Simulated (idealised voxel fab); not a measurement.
You're looking at the process module voxel wiring stack.
Square cell edge 5 nm, section width 300 nm, ID cut.
This document writes a cross-section as a grid whose cells are square, and gives it as bands, listed from the top down; one or more rows of cells form a band. This entry defines a band. It first specifies the height of the band's top and the height of its bottom in nm, and then specifies the band's materials from left to right, stating each material with its width in nm. The word "edge to edge" identifies a single material that fills the band from edge to edge, while the word "air" identifies empty space. It should be noted that heights are counted from 0, beneath which the wafer as supplied is of one material throughout, and that the lowest band possesses no lower boundary but continues downward, as written in "0..down". Think of "30..40" as a width that walks from the first number to the second as you go down the band, top row to bottom row, taking equal-sized steps from row to row. Step note "nothing was modified" = no cross-section cell changed. The label "Closed cavity list" introduces a list of the empty spaces, 8 cells or larger, that have no open way up to the top; each entry in it reads width x height at distance, where the distance is taken from the left edge and all three are stated in nm. Where a step's line continues beyond its settings, the continuation is a remark by the simulator itself on that step. What "overlay nm" on a step's line means: if the step has a mask, that mask lay this far to the right of its planned place, or, when the value is negative, to the left.

**Steps in the process plan**
step 1: RECEIVE,material Si
step 2: CONFORMAL_DEP,material SiO2,thk nm 15
step 3: DIRECTIONAL_DEP,material TiN,thk nm 5
step 4: DIRECTIONAL_DEP,material W,thk nm 15
step 5: PATTERN,tone cover,mask id METAL_1,material resist,width nm 25,pitch nm 55,thk nm 20,overlay nm 0
step 6: DIRECTIONAL_ETCH,etch materials W,depth nm 15
step 7: DIRECTIONAL_ETCH,etch materials TiN,depth nm 5
step 8: STRIP,etch materials resist
step 9: CONFORMAL_DEP,material SiCN,thk nm 5
step 10: FILL_DEP,material lowk,thk nm 10
step 11: CMP,height nm 35
step 12: CONFORMAL_DEP,material SiCN,thk nm 5
step 13: DIRECTIONAL_DEP,material lowk,thk nm 10
step 14: DIRECTIONAL_DEP,material aC,thk nm 10
step 15: PATTERN,tone open,mask id PLUG_1,material resist,width nm 15,thk nm 25,overlay nm 0
step 16: DIRECTIONAL_ETCH,etch materials aC,depth nm 10
step 17: STRIP,etch materials resist
step 18: DIRECTIONAL_ETCH,etch materials lowk,depth nm 10
step 19: DIRECTIONAL_ETCH,etch materials SiCN,depth nm 5
step 20: STRIP,etch materials aC
step 21: CONFORMAL_DEP,material TiN,thk nm 5
step 22: FILL_DEP,material Cu,thk nm 5
step 23: CMP,height nm 50
step 24: CONFORMAL_DEP,material SiCN,thk nm 5
step 25: DIRECTIONAL_DEP,material lowk,thk nm 15
step 26: MASKED_ETCH,tone open,mask id METAL_2,width nm 25,pitch nm 55,etch materials lowk,depth nm 15,overlay nm 0
step 27: MASKED_ETCH,tone open,mask id METAL_2,width nm 25,pitch nm 55,etch materials SiCN,depth nm 5,overlay nm 0
step 28: CONFORMAL_DEP,material TiN,thk nm 5
step 29: FILL_DEP,material Cu,thk nm 5
step 30: CMP,height nm 70
step 31: CONFORMAL_DEP,material SiCN,thk nm 5
step 32: DIRECTIONAL_DEP,material lowk,thk nm 15
step 33: PATTERN,tone open,mask id PLUG_2,material resist,width nm 15,thk nm 15,overlay nm 0
step 34: DIRECTIONAL_ETCH,etch materials lowk,depth nm 15
step 35: DIRECTIONAL_ETCH,etch materials SiCN,depth nm 5
step 36: STRIP,etch materials resist
step 37: CONFORMAL_DEP,material TiN,thk nm 5
step 38: FILL_DEP,material Cu,thk nm 5
step 39: CMP,height nm 90
step 40: DIRECTIONAL_DEP,material TiN,thk nm 5
step 41: DIRECTIONAL_DEP,material Ru,thk nm 20
step 42: MASKED_ETCH,tone cover,mask id METAL_3,width nm 25,pitch nm 55,etch materials Ru,depth nm 20,overlay nm 0
step 43: MASKED_ETCH,tone cover,mask id METAL_3,width nm 25,pitch nm 55,etch materials TiN,depth nm 5,overlay nm 0
step 44: CONFORMAL_DEP,material SiCN,thk nm 5
step 45: FILL_DEP,material SiO2,thk nm 5
step 46: CMP,height nm 115
step 47: CONFORMAL_DEP,material SiCN,thk nm 5
step 48: DIRECTIONAL_DEP,material lowk,thk nm 30
step 49: PATTERN,tone open,mask id METAL_4_HOLES,material resist,width nm 15,pitch nm 55,thk nm 20,overlay nm 0
step 50: DIRECTIONAL_ETCH,etch materials lowk,depth nm 30
step 51: STRIP,etch materials resist
step 52: PATTERN,tone open,mask id METAL_4,material resist,width nm 25,pitch nm 55,thk nm 15,overlay nm 0
step 53: DIRECTIONAL_ETCH,etch materials lowk,depth nm 15
step 54: DIRECTIONAL_ETCH,etch materials SiCN,depth nm 5
step 55: STRIP,etch materials resist
step 56: CONFORMAL_DEP,material TiN,thk nm 5
step 57: FILL_DEP,material Cu,thk nm 10
step 58: CMP,height nm 150
step 59: CONFORMAL_DEP,material SiN,thk nm 5

**First wafer out of two, processed as planned**

**So this is the incoming wafer in cross-section - it's already been through step 1**
* 0..down = Si edge to edge
* Closed cavity list: none

**Wafer xsec, post step 2**
* 15..0 = SiO2 edge to edge
* Under the height 0 nothing was changed.

**Wafer xsec, post step 3**
* 20..15 = TiN edge to edge
* Under the height 15 nothing was changed.

**Wafer xsec, post step 4**
* 35..20 = W edge to edge
* Under the height 20 nothing was changed.

**Wafer xsec, post step 5**
* 55..35 = air: 110 | resist: 25 | air: 30 | resist: 25 | air: 110
* Under the height 35 nothing was changed.

**Wafer xsec, post step 6**
* 55..35 = air: 110 | resist: 25 | air: 30 | resist: 25 | air: 110
* 35..20 = air: 110 | W: 25 | air: 30 | W: 25 | air: 110
* Under the height 20 nothing was changed.

**Wafer xsec, post step 7**
* 55..35 = air: 110 | resist: 25 | air: 30 | resist: 25 | air: 110
* 35..20 = air: 110 | W: 25 | air: 30 | W: 25 | air: 110
* 20..15 = air: 110 | TiN: 25 | air: 30 | TiN: 25 | air: 110
* Under the height 15 nothing was changed.

**Wafer xsec, post step 8**
* 35..20 = air: 110 | W: 25 | air: 30 | W: 25 | air: 110
* Under the height 20 nothing was changed.

**Wafer xsec, post step 9**
* 40..35 = air: 105 | SiCN: 35 | air: 20 | SiCN: 35 | air: 105
* 35..20 = air: 105 | SiCN: 5 | W: 25 | SiCN: 5 | air: 20 | SiCN: 5 | W: 25 | SiCN: 5 | air: 105
* 20..15 = SiCN: 110 | TiN: 25 | SiCN: 30 | TiN: 25 | SiCN: 110
* Under the height 15 nothing was changed.

**Wafer xsec, post step 10**
* 50..40 = lowk edge to edge
* 40..35 = lowk: 105 | SiCN: 35 | lowk: 20 | SiCN: 35 | lowk: 105
* 35..20 = lowk: 105 | SiCN: 5 | W: 25 | SiCN: 5 | lowk: 20 | SiCN: 5 | W: 25 | SiCN: 5 | lowk: 105
* Under the height 20 nothing was changed.

**Wafer xsec, post step 11**
* 35..20 = lowk: 105 | SiCN: 5 | W: 25 | SiCN: 5 | lowk: 20 | SiCN: 5 | W: 25 | SiCN: 5 | lowk: 105
* Under the height 20 nothing was changed.

**Wafer xsec, post step 12**
* 40..35 = SiCN edge to edge
* Under the height 35 nothing was changed.

**Wafer xsec, post step 13**
* 50..40 = lowk edge to edge
* Under the height 40 nothing was changed.

**Wafer xsec, post step 14**
* 60..50 = aC edge to edge
* Under the height 50 nothing was changed.

**Wafer xsec, post step 15**
* 85..60 = resist: 110 | air: 15 | resist: 175
* Under the height 60 nothing was changed.

**Wafer xsec, post step 16**
* 75..60 = resist: 110 | air: 15 | resist: 175
* 60..50 = aC: 110 | air: 15 | aC: 175
* Under the height 50 nothing was changed.

**Wafer xsec, post step 17**
* 60..50 = aC: 110 | air: 15 | aC: 175
* Under the height 50 nothing was changed.

**Wafer xsec, post step 18**
* 60..50 = aC: 110 | air: 15 | aC: 175
* 50..40 = lowk: 110 | air: 15 | lowk: 175
* Under the height 40 nothing was changed.

**Wafer xsec, post step 19**
* 60..50 = aC: 110 | air: 15 | aC: 175
* 50..40 = lowk: 110 | air: 15 | lowk: 175
* 40..35 = SiCN: 110 | air: 15 | SiCN: 175
* Under the height 35 nothing was changed.

**Wafer xsec, post step 20**
* 50..40 = lowk: 110 | air: 15 | lowk: 175
* Under the height 40 nothing was changed.

**Wafer xsec, post step 21**
* 55..50 = TiN: 115 | air: 5 | TiN: 180
* 50..40 = lowk: 110 | TiN: 5 | air: 5 | TiN: 5 | lowk: 175
* 40..35 = SiCN: 110 | TiN: 15 | SiCN: 175
* Under the height 35 nothing was changed.

**Wafer xsec, post step 22**
* 60..55 = Cu edge to edge
* 55..50 = TiN: 115 | Cu: 5 | TiN: 180
* 50..40 = lowk: 110 | TiN: 5 | Cu: 5 | TiN: 5 | lowk: 175
* Under the height 40 nothing was changed.

**Wafer xsec, post step 23**
* 50..40 = lowk: 110 | TiN: 5 | Cu: 5 | TiN: 5 | lowk: 175
* Under the height 40 nothing was changed.

**Wafer xsec, post step 24**
* 55..50 = SiCN edge to edge
* Under the height 50 nothing was changed.

**Wafer xsec, post step 25**
* 70..55 = lowk edge to edge
* Under the height 55 nothing was changed.

**Wafer xsec, post step 26**
* 70..55 = lowk: 110 | air: 25 | lowk: 30 | air: 25 | lowk: 110
* Under the height 55 nothing was changed.

**Wafer xsec, post step 27**
* 70..55 = lowk: 110 | air: 25 | lowk: 30 | air: 25 | lowk: 110
* 55..50 = SiCN: 110 | air: 25 | SiCN: 30 | air: 25 | SiCN: 110
* Under the height 50 nothing was changed.

**Wafer xsec, post step 28**
* 75..70 = TiN: 115 | air: 15 | TiN: 40 | air: 15 | TiN: 115
* 70..55 = lowk: 110 | TiN: 5 | air: 15 | TiN: 5 | lowk: 30 | TiN: 5 | air: 15 | TiN: 5 | lowk: 110
* 55..50 = SiCN: 110 | TiN: 25 | SiCN: 30 | TiN: 25 | SiCN: 110
* Under the height 50 nothing was changed.

**Wafer xsec, post step 29**
* 80..75 = Cu edge to edge
* 75..70 = TiN: 115 | Cu: 15 | TiN: 40 | Cu: 15 | TiN: 115
* 70..55 = lowk: 110 | TiN: 5 | Cu: 15 | TiN: 5 | lowk: 30 | TiN: 5 | Cu: 15 | TiN: 5 | lowk: 110
* Under the height 55 nothing was changed.

**Wafer xsec, post step 30**
* 70..55 = lowk: 110 | TiN: 5 | Cu: 15 | TiN: 5 | lowk: 30 | TiN: 5 | Cu: 15 | TiN: 5 | lowk: 110
* Under the height 55 nothing was changed.

**Wafer xsec, post step 31**
* 75..70 = SiCN edge to edge
* Under the height 70 nothing was changed.

**Wafer xsec, post step 32**
* 90..75 = lowk edge to edge
* Under the height 75 nothing was changed.

**Wafer xsec, post step 33**
* 105..90 = resist: 110 | air: 15 | resist: 175
* Under the height 90 nothing was changed.

**Wafer xsec, post step 34**
* 105..90 = resist: 110 | air: 15 | resist: 175
* 90..75 = lowk: 110 | air: 15 | lowk: 175
* Under the height 75 nothing was changed.

**Wafer xsec, post step 35**
* 105..90 = resist: 110 | air: 15 | resist: 175
* 90..75 = lowk: 110 | air: 15 | lowk: 175
* 75..70 = SiCN: 110 | air: 15 | SiCN: 175
* Under the height 70 nothing was changed.

**Wafer xsec, post step 36**
* 90..75 = lowk: 110 | air: 15 | lowk: 175
* Under the height 75 nothing was changed.

**Wafer xsec, post step 37**
* 95..90 = TiN: 115 | air: 5 | TiN: 180
* 90..75 = lowk: 110 | TiN: 5 | air: 5 | TiN: 5 | lowk: 175
* 75..70 = SiCN: 110 | TiN: 15 | SiCN: 175
* Under the height 70 nothing was changed.

**Wafer xsec, post step 38**
* 100..95 = Cu edge to edge
* 95..90 = TiN: 115 | Cu: 5 | TiN: 180
* 90..75 = lowk: 110 | TiN: 5 | Cu: 5 | TiN: 5 | lowk: 175
* Under the height 75 nothing was changed.

**Wafer xsec, post step 39**
* 90..75 = lowk: 110 | TiN: 5 | Cu: 5 | TiN: 5 | lowk: 175
* Under the height 75 nothing was changed.

**Wafer xsec, post step 40**
* 95..90 = TiN edge to edge
* Under the height 90 nothing was changed.

**Wafer xsec, post step 41**
* 115..95 = Ru edge to edge
* Under the height 95 nothing was changed.

**Wafer xsec, post step 42**
* 115..95 = air: 110 | Ru: 25 | air: 30 | Ru: 25 | air: 110
* Under the height 95 nothing was changed.

**Wafer xsec, post step 43**
* 115..95 = air: 110 | Ru: 25 | air: 30 | Ru: 25 | air: 110
* 95..90 = air: 110 | TiN: 25 | air: 30 | TiN: 25 | air: 110
* Under the height 90 nothing was changed.

**Wafer xsec, post step 44**
* 120..115 = air: 105 | SiCN: 35 | air: 20 | SiCN: 35 | air: 105
* 115..95 = air: 105 | SiCN: 5 | Ru: 25 | SiCN: 5 | air: 20 | SiCN: 5 | Ru: 25 | SiCN: 5 | air: 105
* 95..90 = SiCN: 110 | TiN: 25 | SiCN: 30 | TiN: 25 | SiCN: 110
* Under the height 90 nothing was changed.

**Wafer xsec, post step 45**
* 125..120 = SiO2 edge to edge
* 120..115 = SiO2: 105 | SiCN: 35 | SiO2: 20 | SiCN: 35 | SiO2: 105
* 115..95 = SiO2: 105 | SiCN: 5 | Ru: 25 | SiCN: 5 | SiO2: 20 | SiCN: 5 | Ru: 25 | SiCN: 5 | SiO2: 105
* Under the height 95 nothing was changed.

**Wafer xsec, post step 46**
* 115..95 = SiO2: 105 | SiCN: 5 | Ru: 25 | SiCN: 5 | SiO2: 20 | SiCN: 5 | Ru: 25 | SiCN: 5 | SiO2: 105
* Under the height 95 nothing was changed.

**Wafer xsec, post step 47**
* 120..115 = SiCN edge to edge
* Under the height 115 nothing was changed.

**Wafer xsec, post step 48**
* 150..120 = lowk edge to edge
* Under the height 120 nothing was changed.

**Wafer xsec, post step 49**
* 170..150 = resist: 110 | air: 15 | resist: 40 | air: 15 | resist: 120
* Under the height 150 nothing was changed.

**Wafer xsec, post step 50**
* 170..150 = resist: 110 | air: 15 | resist: 40 | air: 15 | resist: 120
* 150..120 = lowk: 110 | air: 15 | lowk: 40 | air: 15 | lowk: 120
* Under the height 120 nothing was changed.

**Wafer xsec, post step 51**
* 150..120 = lowk: 110 | air: 15 | lowk: 40 | air: 15 | lowk: 120
* Under the height 120 nothing was changed.

**Wafer xsec, post step 52**
* 165..150 = resist: 110 | air: 25 | resist: 30 | air: 25 | resist: 110
* Under the height 150 nothing was changed.

**Wafer xsec, post step 53**
* 165..150 = resist: 110 | air: 25 | resist: 30 | air: 25 | resist: 110
* 150..135 = lowk: 110 | air: 25 | lowk: 30 | air: 25 | lowk: 110
* Under the height 135 nothing was changed.

**Wafer xsec, post step 54**
* 165..150 = resist: 110 | air: 25 | resist: 30 | air: 25 | resist: 110
* 150..135 = lowk: 110 | air: 25 | lowk: 30 | air: 25 | lowk: 110
* 135..120 = lowk: 110 | air: 15 | lowk: 40 | air: 15 | lowk: 120
* 120..115 = SiCN: 110 | air: 15 | SiCN: 40 | air: 15 | SiCN: 120
* Under the height 115 nothing was changed.

**Wafer xsec, post step 55**
* 150..135 = lowk: 110 | air: 25 | lowk: 30 | air: 25 | lowk: 110
* Under the height 135 nothing was changed.

**Wafer xsec, post step 56**
* 155..150 = TiN: 115 | air: 15 | TiN: 40 | air: 15 | TiN: 115
* 150..140 = lowk: 110 | TiN: 5 | air: 15 | TiN: 5 | lowk: 30 | TiN: 5 | air: 15 | TiN: 5 | lowk: 110
* 140..135 = lowk: 110 | TiN: 5 | air: 5 | TiN: 15 | lowk: 30 | TiN: 5 | air: 5 | TiN: 15 | lowk: 110
* 135..120 = lowk: 110 | TiN: 5 | air: 5 | TiN: 5 | lowk: 40 | TiN: 5 | air: 5 | TiN: 5 | lowk: 120
* 120..115 = SiCN: 110 | TiN: 15 | SiCN: 40 | TiN: 15 | SiCN: 120
* Under the height 115 nothing was changed.

**Wafer xsec, post step 57**
* 165..155 = Cu edge to edge
* 155..150 = TiN: 115 | Cu: 15 | TiN: 40 | Cu: 15 | TiN: 115
* 150..140 = lowk: 110 | TiN: 5 | Cu: 15 | TiN: 5 | lowk: 30 | TiN: 5 | Cu: 15 | TiN: 5 | lowk: 110
* 140..135 = lowk: 110 | TiN: 5 | Cu: 5 | TiN: 15 | lowk: 30 | TiN: 5 | Cu: 5 | TiN: 15 | lowk: 110
* 135..120 = lowk: 110 | TiN: 5 | Cu: 5 | TiN: 5 | lowk: 40 | TiN: 5 | Cu: 5 | TiN: 5 | lowk: 120
* Under the height 120 nothing was changed.

**Wafer xsec, post step 58**
* 150..140 = lowk: 110 | TiN: 5 | Cu: 15 | TiN: 5 | lowk: 30 | TiN: 5 | Cu: 15 | TiN: 5 | lowk: 110
* Under the height 140 nothing was changed.

**Wafer xsec, post step 59**
* 155..150 = SiN edge to edge
* Under the height 150 nothing was changed.

**Second wafer: same start and same plan as the first, one execution error; identical to the first through step 2**

Look at the second wafer in cross-section at the time step 3 ought to have finished: nothing was modified

**Look at the second wafer in cross-section at the time step 4 ought to have finished**
* 30..15 = W edge to edge
* Under the height 15 nothing was changed.

**Look at the second wafer in cross-section at the time step 5 ought to have finished**
* 50..30 = air: 110 | resist: 25 | air: 30 | resist: 25 | air: 110
* Under the height 30 nothing was changed.

**Look at the second wafer in cross-section at the time step 6 ought to have finished**
* 50..30 = air: 110 | resist: 25 | air: 30 | resist: 25 | air: 110
* 30..15 = air: 110 | W: 25 | air: 30 | W: 25 | air: 110
* Under the height 15 nothing was changed.

Look at the second wafer in cross-section at the time step 7 ought to have finished: nothing was modified

**Look at the second wafer in cross-section at the time step 8 ought to have finished**
* 30..15 = air: 110 | W: 25 | air: 30 | W: 25 | air: 110
* Under the height 15 nothing was changed.

**Look at the second wafer in cross-section at the time step 9 ought to have finished**
* 35..30 = air: 105 | SiCN: 35 | air: 20 | SiCN: 35 | air: 105
* 30..20 = air: 105 | SiCN: 5 | W: 25 | SiCN: 5 | air: 20 | SiCN: 5 | W: 25 | SiCN: 5 | air: 105
* 20..15 = SiCN: 110 | W: 25 | SiCN: 30 | W: 25 | SiCN: 110
* Under the height 15 nothing was changed.

**Look at the second wafer in cross-section at the time step 10 ought to have finished**
* 45..35 = lowk edge to edge
* 35..30 = lowk: 105 | SiCN: 35 | lowk: 20 | SiCN: 35 | lowk: 105
* 30..20 = lowk: 105 | SiCN: 5 | W: 25 | SiCN: 5 | lowk: 20 | SiCN: 5 | W: 25 | SiCN: 5 | lowk: 105
* Under the height 20 nothing was changed.

**Look at the second wafer in cross-section at the time step 11 ought to have finished**
* 35..30 = lowk: 105 | SiCN: 35 | lowk: 20 | SiCN: 35 | lowk: 105
* Under the height 30 nothing was changed.

**Look at the second wafer in cross-section at the time step 12 ought to have finished**
* 40..35 = SiCN edge to edge
* Under the height 35 nothing was changed.

**Look at the second wafer in cross-section at the time step 13 ought to have finished**
* 50..40 = lowk edge to edge
* Under the height 40 nothing was changed.

**Look at the second wafer in cross-section at the time step 14 ought to have finished**
* 60..50 = aC edge to edge
* Under the height 50 nothing was changed.

**Look at the second wafer in cross-section at the time step 15 ought to have finished**
* 85..60 = resist: 110 | air: 15 | resist: 175
* Under the height 60 nothing was changed.

**Look at the second wafer in cross-section at the time step 16 ought to have finished**
* 75..60 = resist: 110 | air: 15 | resist: 175
* 60..50 = aC: 110 | air: 15 | aC: 175
* Under the height 50 nothing was changed.

**Look at the second wafer in cross-section at the time step 17 ought to have finished**
* 60..50 = aC: 110 | air: 15 | aC: 175
* Under the height 50 nothing was changed.

**Look at the second wafer in cross-section at the time step 18 ought to have finished**
* 60..50 = aC: 110 | air: 15 | aC: 175
* 50..40 = lowk: 110 | air: 15 | lowk: 175
* Under the height 40 nothing was changed.

**Look at the second wafer in cross-section at the time step 19 ought to have finished**
* 60..50 = aC: 110 | air: 15 | aC: 175
* 50..40 = lowk: 110 | air: 15 | lowk: 175
* 40..35 = SiCN: 110 | air: 15 | SiCN: 175
* Under the height 35 nothing was changed.

**Look at the second wafer in cross-section at the time step 20 ought to have finished**
* 50..40 = lowk: 110 | air: 15 | lowk: 175
* Under the height 40 nothing was changed.

**Look at the second wafer in cross-section at the time step 21 ought to have finished**
* 55..50 = TiN: 115 | air: 5 | TiN: 180
* 50..40 = lowk: 110 | TiN: 5 | air: 5 | TiN: 5 | lowk: 175
* 40..35 = SiCN: 110 | TiN: 15 | SiCN: 175
* Under the height 35 nothing was changed.

**Look at the second wafer in cross-section at the time step 22 ought to have finished**
* 60..55 = Cu edge to edge
* 55..50 = TiN: 115 | Cu: 5 | TiN: 180
* 50..40 = lowk: 110 | TiN: 5 | Cu: 5 | TiN: 5 | lowk: 175
* Under the height 40 nothing was changed.

**Look at the second wafer in cross-section at the time step 23 ought to have finished**
* 50..40 = lowk: 110 | TiN: 5 | Cu: 5 | TiN: 5 | lowk: 175
* Under the height 40 nothing was changed.

**Look at the second wafer in cross-section at the time step 24 ought to have finished**
* 55..50 = SiCN edge to edge
* Under the height 50 nothing was changed.

**Look at the second wafer in cross-section at the time step 25 ought to have finished**
* 70..55 = lowk edge to edge
* Under the height 55 nothing was changed.

**Look at the second wafer in cross-section at the time step 26 ought to have finished**
* 70..55 = lowk: 110 | air: 25 | lowk: 30 | air: 25 | lowk: 110
* Under the height 55 nothing was changed.

**Look at the second wafer in cross-section at the time step 27 ought to have finished**
* 70..55 = lowk: 110 | air: 25 | lowk: 30 | air: 25 | lowk: 110
* 55..50 = SiCN: 110 | air: 25 | SiCN: 30 | air: 25 | SiCN: 110
* Under the height 50 nothing was changed.

**Look at the second wafer in cross-section at the time step 28 ought to have finished**
* 75..70 = TiN: 115 | air: 15 | TiN: 40 | air: 15 | TiN: 115
* 70..55 = lowk: 110 | TiN: 5 | air: 15 | TiN: 5 | lowk: 30 | TiN: 5 | air: 15 | TiN: 5 | lowk: 110
* 55..50 = SiCN: 110 | TiN: 25 | SiCN: 30 | TiN: 25 | SiCN: 110
* Under the height 50 nothing was changed.

**Look at the second wafer in cross-section at the time step 29 ought to have finished**
* 80..75 = Cu edge to edge
* 75..70 = TiN: 115 | Cu: 15 | TiN: 40 | Cu: 15 | TiN: 115
* 70..55 = lowk: 110 | TiN: 5 | Cu: 15 | TiN: 5 | lowk: 30 | TiN: 5 | Cu: 15 | TiN: 5 | lowk: 110
* Under the height 55 nothing was changed.

**Look at the second wafer in cross-section at the time step 30 ought to have finished**
* 70..55 = lowk: 110 | TiN: 5 | Cu: 15 | TiN: 5 | lowk: 30 | TiN: 5 | Cu: 15 | TiN: 5 | lowk: 110
* Under the height 55 nothing was changed.

**Look at the second wafer in cross-section at the time step 31 ought to have finished**
* 75..70 = SiCN edge to edge
* Under the height 70 nothing was changed.

**Look at the second wafer in cross-section at the time step 32 ought to have finished**
* 90..75 = lowk edge to edge
* Under the height 75 nothing was changed.

**Look at the second wafer in cross-section at the time step 33 ought to have finished**
* 105..90 = resist: 110 | air: 15 | resist: 175
* Under the height 90 nothing was changed.

**Look at the second wafer in cross-section at the time step 34 ought to have finished**
* 105..90 = resist: 110 | air: 15 | resist: 175
* 90..75 = lowk: 110 | air: 15 | lowk: 175
* Under the height 75 nothing was changed.

**Look at the second wafer in cross-section at the time step 35 ought to have finished**
* 105..90 = resist: 110 | air: 15 | resist: 175
* 90..75 = lowk: 110 | air: 15 | lowk: 175
* 75..70 = SiCN: 110 | air: 15 | SiCN: 175
* Under the height 70 nothing was changed.

**Look at the second wafer in cross-section at the time step 36 ought to have finished**
* 90..75 = lowk: 110 | air: 15 | lowk: 175
* Under the height 75 nothing was changed.

**Look at the second wafer in cross-section at the time step 37 ought to have finished**
* 95..90 = TiN: 115 | air: 5 | TiN: 180
* 90..75 = lowk: 110 | TiN: 5 | air: 5 | TiN: 5 | lowk: 175
* 75..70 = SiCN: 110 | TiN: 15 | SiCN: 175
* Under the height 70 nothing was changed.

**Look at the second wafer in cross-section at the time step 38 ought to have finished**
* 100..95 = Cu edge to edge
* 95..90 = TiN: 115 | Cu: 5 | TiN: 180
* 90..75 = lowk: 110 | TiN: 5 | Cu: 5 | TiN: 5 | lowk: 175
* Under the height 75 nothing was changed.

**Look at the second wafer in cross-section at the time step 39 ought to have finished**
* 90..75 = lowk: 110 | TiN: 5 | Cu: 5 | TiN: 5 | lowk: 175
* Under the height 75 nothing was changed.

**Look at the second wafer in cross-section at the time step 40 ought to have finished**
* 95..90 = TiN edge to edge
* Under the height 90 nothing was changed.

**Look at the second wafer in cross-section at the time step 41 ought to have finished**
* 115..95 = Ru edge to edge
* Under the height 95 nothing was changed.

**Look at the second wafer in cross-section at the time step 42 ought to have finished**
* 115..95 = air: 110 | Ru: 25 | air: 30 | Ru: 25 | air: 110
* Under the height 95 nothing was changed.

**Look at the second wafer in cross-section at the time step 43 ought to have finished**
* 115..95 = air: 110 | Ru: 25 | air: 30 | Ru: 25 | air: 110
* 95..90 = air: 110 | TiN: 25 | air: 30 | TiN: 25 | air: 110
* Under the height 90 nothing was changed.

**Look at the second wafer in cross-section at the time step 44 ought to have finished**
* 120..115 = air: 105 | SiCN: 35 | air: 20 | SiCN: 35 | air: 105
* 115..95 = air: 105 | SiCN: 5 | Ru: 25 | SiCN: 5 | air: 20 | SiCN: 5 | Ru: 25 | SiCN: 5 | air: 105
* 95..90 = SiCN: 110 | TiN: 25 | SiCN: 30 | TiN: 25 | SiCN: 110
* Under the height 90 nothing was changed.

**Look at the second wafer in cross-section at the time step 45 ought to have finished**
* 125..120 = SiO2 edge to edge
* 120..115 = SiO2: 105 | SiCN: 35 | SiO2: 20 | SiCN: 35 | SiO2: 105
* 115..95 = SiO2: 105 | SiCN: 5 | Ru: 25 | SiCN: 5 | SiO2: 20 | SiCN: 5 | Ru: 25 | SiCN: 5 | SiO2: 105
* Under the height 95 nothing was changed.

**Look at the second wafer in cross-section at the time step 46 ought to have finished**
* 115..95 = SiO2: 105 | SiCN: 5 | Ru: 25 | SiCN: 5 | SiO2: 20 | SiCN: 5 | Ru: 25 | SiCN: 5 | SiO2: 105
* Under the height 95 nothing was changed.

**Look at the second wafer in cross-section at the time step 47 ought to have finished**
* 120..115 = SiCN edge to edge
* Under the height 115 nothing was changed.

**Look at the second wafer in cross-section at the time step 48 ought to have finished**
* 150..120 = lowk edge to edge
* Under the height 120 nothing was changed.

**Look at the second wafer in cross-section at the time step 49 ought to have finished**
* 170..150 = resist: 110 | air: 15 | resist: 40 | air: 15 | resist: 120
* Under the height 150 nothing was changed.

**Look at the second wafer in cross-section at the time step 50 ought to have finished**
* 170..150 = resist: 110 | air: 15 | resist: 40 | air: 15 | resist: 120
* 150..120 = lowk: 110 | air: 15 | lowk: 40 | air: 15 | lowk: 120
* Under the height 120 nothing was changed.

**Look at the second wafer in cross-section at the time step 51 ought to have finished**
* 150..120 = lowk: 110 | air: 15 | lowk: 40 | air: 15 | lowk: 120
* Under the height 120 nothing was changed.

**Look at the second wafer in cross-section at the time step 52 ought to have finished**
* 165..150 = resist: 110 | air: 25 | resist: 30 | air: 25 | resist: 110
* Under the height 150 nothing was changed.

**Look at the second wafer in cross-section at the time step 53 ought to have finished**
* 165..150 = resist: 110 | air: 25 | resist: 30 | air: 25 | resist: 110
* 150..135 = lowk: 110 | air: 25 | lowk: 30 | air: 25 | lowk: 110
* Under the height 135 nothing was changed.

**Look at the second wafer in cross-section at the time step 54 ought to have finished**
* 165..150 = resist: 110 | air: 25 | resist: 30 | air: 25 | resist: 110
* 150..135 = lowk: 110 | air: 25 | lowk: 30 | air: 25 | lowk: 110
* 135..120 = lowk: 110 | air: 15 | lowk: 40 | air: 15 | lowk: 120
* 120..115 = SiCN: 110 | air: 15 | SiCN: 40 | air: 15 | SiCN: 120
* Under the height 115 nothing was changed.

**Look at the second wafer in cross-section at the time step 55 ought to have finished**
* 150..135 = lowk: 110 | air: 25 | lowk: 30 | air: 25 | lowk: 110
* Under the height 135 nothing was changed.

**Look at the second wafer in cross-section at the time step 56 ought to have finished**
* 155..150 = TiN: 115 | air: 15 | TiN: 40 | air: 15 | TiN: 115
* 150..140 = lowk: 110 | TiN: 5 | air: 15 | TiN: 5 | lowk: 30 | TiN: 5 | air: 15 | TiN: 5 | lowk: 110
* 140..135 = lowk: 110 | TiN: 5 | air: 5 | TiN: 15 | lowk: 30 | TiN: 5 | air: 5 | TiN: 15 | lowk: 110
* 135..120 = lowk: 110 | TiN: 5 | air: 5 | TiN: 5 | lowk: 40 | TiN: 5 | air: 5 | TiN: 5 | lowk: 120
* 120..115 = SiCN: 110 | TiN: 15 | SiCN: 40 | TiN: 15 | SiCN: 120
* Under the height 115 nothing was changed.

**Look at the second wafer in cross-section at the time step 57 ought to have finished**
* 165..155 = Cu edge to edge
* 155..150 = TiN: 115 | Cu: 15 | TiN: 40 | Cu: 15 | TiN: 115
* 150..140 = lowk: 110 | TiN: 5 | Cu: 15 | TiN: 5 | lowk: 30 | TiN: 5 | Cu: 15 | TiN: 5 | lowk: 110
* 140..135 = lowk: 110 | TiN: 5 | Cu: 5 | TiN: 15 | lowk: 30 | TiN: 5 | Cu: 5 | TiN: 15 | lowk: 110
* 135..120 = lowk: 110 | TiN: 5 | Cu: 5 | TiN: 5 | lowk: 40 | TiN: 5 | Cu: 5 | TiN: 5 | lowk: 120
* Under the height 120 nothing was changed.

**Look at the second wafer in cross-section at the time step 58 ought to have finished**
* 150..140 = lowk: 110 | TiN: 5 | Cu: 15 | TiN: 5 | lowk: 30 | TiN: 5 | Cu: 15 | TiN: 5 | lowk: 110
* Under the height 140 nothing was changed.

**Look at the second wafer in cross-section at the time step 59 ought to have finished**
* 155..150 = SiN edge to edge
* Under the height 150 nothing was changed.
What was done differently from what was planned? plan step 3 was not performed, having been skipped
End of process, cell counts, second wafer against first, materials with more or fewer: SiCN +10; TiN -10
